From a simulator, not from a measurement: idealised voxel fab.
process module | voxel ribs on slabs
Cross-section cut: width 290 nm, square cells of 5 nm.
How to read a cross-section here: the picture is a grid of square cells, written as bands going from the top down, and any band can span one or more rows of cells.
In this notation a band is specified by the heights of its top and bottom, in that order and in nm, after which its materials appear from left to right, each paired with its width in nm. The word "all across" attached to a single material means that material fills the band from edge to edge; the word "empty" stands for empty space.
It should be noted that heights are counted from 0, beneath which the wafer as supplied is of one material throughout, and that the lowest band possesses no lower boundary but continues downward, as written in "z 0 and below".
You'd read "30->40" like this: the band's top row of cells is as wide as the first number, its bottom row is as wide as the second, and going down, every row changes width by the same amount as the row before did.
Given "identical to before" for a step, no cell of the cross-section differs between before and after that step.
"Enclosed void catalog" - sealed voids, min. 8 cells, no opening to top; format: width x height at distance (distance from left edge; nm throughout).
Step line, after settings: the simulator's comment on this step.
If you see "overlay nm" on a step's line and that step has a mask, it's telling you how far right of where it was planned the mask ended up; a negative number means it went left instead.
THE PLANNED PROCESS STEPS ARE ENUMERATED HEREUNDER
1. RECEIVE with material Si
2. DIRECTIONAL_DEP with material SiO2, thk nm 25
3. DIRECTIONAL_DEP with material polySi, thk nm 20
4. PATTERN with tone cover, mask id RIB, material resist, width nm 20, thk nm 15, overlay nm 0
5. DIRECTIONAL_ETCH with etch materials polySi, depth nm 15
6. STRIP with etch materials resist
7. PATTERN with tone cover, mask id SLAB, material resist, width nm 80, thk nm 15, overlay nm 0
8. DIRECTIONAL_ETCH with etch materials polySi, depth nm 5
9. STRIP with etch materials resist
10. FILL_DEP with material SiO2, thk nm 15
11. CMP with height nm 55
12. DIRECTIONAL_DEP with material W, thk nm 10
13. MASKED_ETCH with tone cover, mask id HEATER, width nm 30, etch materials W, depth nm 5, overlay nm 0
14. CONFORMAL_DEP with material SiN, thk nm 5
All wafers enter the flow in the same state. The depth nm at step 13 differs from wafer to wafer, and the plan gives the value for the first wafer.
FIRST WAFER AS RECEIVED, AFTER STEP 1
    z 0 and below  Si all across
    Enclosed void catalog: none
POST STEP 14, THE CLOSING STEP OF THE MODULE: FIRST OF SEVERAL WAFERS, CROSS-SECTIONED
    z 70 to 65  empty: 125, SiN: 40, empty: 125
    z 65 to 60  SiN: 130, W: 30, SiN: 130
    z 60 to 55  W all across
    z 55 to 45  SiO2 all across
    z 45 to 30  SiO2: 135, polySi: 20, SiO2: 135
    z 30 to 25  SiO2: 105, polySi: 80, SiO2: 105
    z 25 to 0  SiO2 all across
    z 0 and below  Si all across
    Enclosed void catalog: none
CROSS-SECTIONAL VIEW, END OF MODULE, LAST WAFER OF SEVERAL
    z 70 to 65  empty: 125, SiN: 40, empty: 125
    z 65 to 60  empty: 125, SiN: 5, W: 30, SiN: 5, empty: 125
    z 60 to 55  SiN: 130, W: 30, SiN: 130
    z 55 to 45  SiO2 all across
    z 45 to 30  SiO2: 135, polySi: 20, SiO2: 135
    z 30 to 25  SiO2: 105, polySi: 80, SiO2: 105
    z 25 to 0  SiO2 all across
    z 0 and below  Si all across
    Enclosed void catalog: none
BASICALLY EACH WAFER GETS A LINE IN THE TABLE, SHOWING IT AT THE END OF THE MODULE: MATERIAL BY MATERIAL, THE CELLS IT GAINED (+) OR LOST (-) SINCE WE GOT IT, THEN ITS CLOSED VOIDS
depth nm 5 | +60 SiN | +610 SiO2 | +64 W | +28 polySi | Enclosed void catalog: none
depth nm 10 | +62 SiN | +610 SiO2 | +12 W | +28 polySi | Enclosed void catalog: none
depth nm 15 | +62 SiN | +610 SiO2 | +12 W | +28 polySi | Enclosed void catalog: none
depth nm 20 | +62 SiN | +610 SiO2 | +12 W | +28 polySi | Enclosed void catalog: none
depth nm 25 | +62 SiN | +610 SiO2 | +12 W | +28 polySi | Enclosed void catalog: none
